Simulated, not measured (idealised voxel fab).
process module | voxel self aligned vias
cross-section cut | 195 nm wide | cells 5 nm
A cross-section is a grid of square cells, given in bands from the top down. A band is one or more rows of cells.
Each band's line starts with the height of the band's top and of its bottom, in nm. Then come its materials from left to right, each with its width in nm. One material with "throughout" fills the band from edge to edge. "air" is empty space.
Height 0 is the level under which the wafer as received is all one material. The lowest band goes on downwards, as in "0 down".
A width such as "30 to 40" changes by the same amount from each row of cells to the next, from the band's top row to its bottom row.
"no change" after a step means that no cell of the cross-section changed.
closed voids: empty space of 8 cells or more with no open way to the top, each as width x height at its distance from the left edge, in nm
after a step's settings: what the simulator itself notes on the step
overlay nm, on a step with a mask: how far to the right of its planned place the mask lay; to the left if negative
plan
1 op RECEIVE | material Si
2 op CONFORMAL_DEP | material SiO2 | thk nm 10
3 op CONFORMAL_DEP | material SiCN | thk nm 5
4 op DIRECTIONAL_DEP | material SiO2 | thk nm 30
5 op MASKED_ETCH | tone open | mask id LINES | width nm 20 | pitch nm 60 | etch materials SiO2 | depth nm 30 | overlay nm 0
6 op CONFORMAL_DEP | material TiN | thk nm 5
7 op FILL_DEP | material Ru | thk nm 10
8 op CMP | height nm 45
9 op SELECTIVE_ETCH | etch materials W Ru TiN | depth nm 5
10 op FILL_DEP | material SiN | thk nm 5
11 op CMP | height nm 45
12 op DIRECTIONAL_DEP | material SiO2 | thk nm 20
13 op DIRECTIONAL_DEP | material aC | thk nm 10
14 op PATTERN | tone open | mask id VIAS | material resist | width nm 40 | pitch nm 60 | thk nm 30 | overlay nm 0
15 op DIRECTIONAL_ETCH | etch materials aC | depth nm 10
16 op STRIP | etch materials resist
17 op DIRECTIONAL_ETCH | etch materials SiO2 | depth nm 20
18 op DIRECTIONAL_ETCH | etch materials SiN | depth nm 5
19 op STRIP | etch materials aC
20 op CONFORMAL_DEP | material TiN | thk nm 5
21 op FILL_DEP | material W | thk nm 10
22 op CMP | height nm 65
23 op CONFORMAL_DEP | material SiCN | thk nm 5
as received, after step 1
  0 down: Si throughout
  closed voids: none
a wafer at the end: this start, this plan, one mistake
  70 to 65: SiCN throughout
  65 to 45: SiO2 45 | TiN 5 | W 30 | TiN 5 | SiO2 20 | TiN 5 | W 30 | TiN 5 | SiO2 50
  45 to 40: SiO2 45 | TiN 40 | SiO2 20 | TiN 40 | SiO2 50
  40 to 25: SiO2 45 | TiN 15 | Ru 10 | TiN 15 | SiO2 20 | TiN 15 | Ru 10 | TiN 15 | SiO2 50
  25 to 20: SiO2 55 | TiN 5 | Ru 10 | TiN 5 | SiO2 40 | TiN 5 | Ru 10 | TiN 5 | SiO2 60
  20 to 15: SiO2 55 | TiN 20 | SiO2 40 | TiN 20 | SiO2 60
  15 to 10: SiCN throughout
  10 to 0: SiO2 throughout
  0 down: Si throughout
  closed voids: none
what went wrong: step 17 was run twice
